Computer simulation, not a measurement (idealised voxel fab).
Title: Process Module voxel released beams
For reference, the cross-section in this document is cut, with width 150 nm and square cells of 5 nm.
Just so we're on the same page, the cross-sections are grids of square cells, and they're listed out in bands top to bottom, each band one or more rows deep.
Look at the band entry: it leads with the top's height and the bottom's height in nm. Then it lists the materials left to right, with a width in nm for each. The word "edge to edge" on a single material says that material fills the band edge to edge. The word "air" is empty space.
Counting heights begins at 0, where everything beneath is, in the wafer as received, one material. The lowest band has no bottom; it goes on downwards, as "0 and below" shows.
The notation "30..40" denotes a width that varies across the rows of cells in the band, beginning at the first number in the top row, finishing at the second number in the bottom row, and changing by an identical amount from each row to the next.
Basically "remained unchanged" means that step didn't change any cell in the cross-section.
"Internal closed voids" enumerates empty spaces isolated from the top, with no open way to it, that contain at least 8 cells, giving each as width x height at distance from the left edge, all three in nm.
It should be noted that, on the line of a given step, the content following the step's settings is a remark produced by the simulator itself with respect to that step.
Regarding "overlay nm": on a step with a mask, it is the distance the mask lay to the right of its planned place; a negative value places it to the left.

Planned step list for the process:
1,RECEIVE [material Si]
2,CONFORMAL_DEP [material Al2O3] [thk nm 5]
3,DIRECTIONAL_DEP [material SiO2] [thk nm 10]
4,PATTERN [tone open] [mask id ANCHOR] [material resist] [width nm 25] [thk nm 20] [overlay nm 0]
5,DIRECTIONAL_ETCH [etch materials SiO2] [depth nm 10]
6,STRIP [etch materials resist]
7,CONFORMAL_DEP [material SiN] [thk nm 10]
8,PATTERN [tone cover] [mask id BEAM] [material resist] [width nm 110] [thk nm 15] [overlay nm 0]
9,DIRECTIONAL_ETCH [etch materials SiN] [depth nm 5]
10,STRIP [etch materials resist]
11,STRIP [etch materials SiO2]
Variable across wafers: step 9 depth nm (plan value is that of the first wafer; starting state common to all).

This is how the first of several wafers looked in cross-section when it arrived, which is after step 1:
0 and below  Si edge to edge
Internal closed voids: none

So in this table every wafer gets its own row, and what you see is where it stands at the end of the module: for each material, how many cells it picked up (+) or gave up (-) since we received it, and after that its closed voids:
depth nm 5 | +30 Al2O3 | +60 SiN | +50 SiO2 | Internal closed voids: none
depth nm 10 | +30 Al2O3 | +52 SiN | Internal closed voids: none
depth nm 15 | +30 Al2O3 | +52 SiN | Internal closed voids: none
depth nm 20 | +30 Al2O3 | +52 SiN | Internal closed voids: none
depth nm 25 | +30 Al2O3 | +52 SiN | Internal closed voids: none
